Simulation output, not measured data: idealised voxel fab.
process module | voxel tone inversion
cross-section cut | 285 nm wide | cells 5 nm
A cross-section is a grid of square cells, given in bands from the top down. A band is one or more rows of cells.
Each band's line starts with the height of the band's top and of its bottom, in nm. Then come its materials from left to right, each with its width in nm. One material with "throughout" fills the band from edge to edge. "air" is empty space.
Height 0 is the level under which the wafer as received is all one material. The lowest band goes on downwards, as in "0 down".
A width such as "30 to 40" changes by the same amount from each row of cells to the next, from the band's top row to its bottom row.
"no change" after a step means that no cell of the cross-section changed.
closed voids: empty space of 8 cells or more with no open way to the top, each as width x height at its distance from the left edge, in nm
after a step's settings: what the simulator itself notes on the step
overlay nm, on a step with a mask: how far to the right of its planned place the mask lay; to the left if negative
plan
1 op RECEIVE | material Si
2 op CONFORMAL_DEP | material SiN | thk nm 10
3 op DIRECTIONAL_DEP | material aC | thk nm 15
4 op PATTERN | tone cover | mask id POSTS | material resist | width nm 20 | pitch nm 45 | thk nm 20 | overlay nm 0
5 op DIRECTIONAL_ETCH | etch materials aC | depth nm 15
6 op STRIP | etch materials resist
7 op FILL_DEP | material SiO2 | thk nm 10
8 op CMP | height nm 25
9 op STRIP | etch materials aC
as received, after step 1
  0 down: Si throughout
  closed voids: none
a wafer at the end: this start, this plan, one mistake
  25 to 15: SiN throughout
  15 to 0: aC throughout
  0 down: Si throughout
  closed voids: none
what went wrong: steps 2 and 3 were swapped
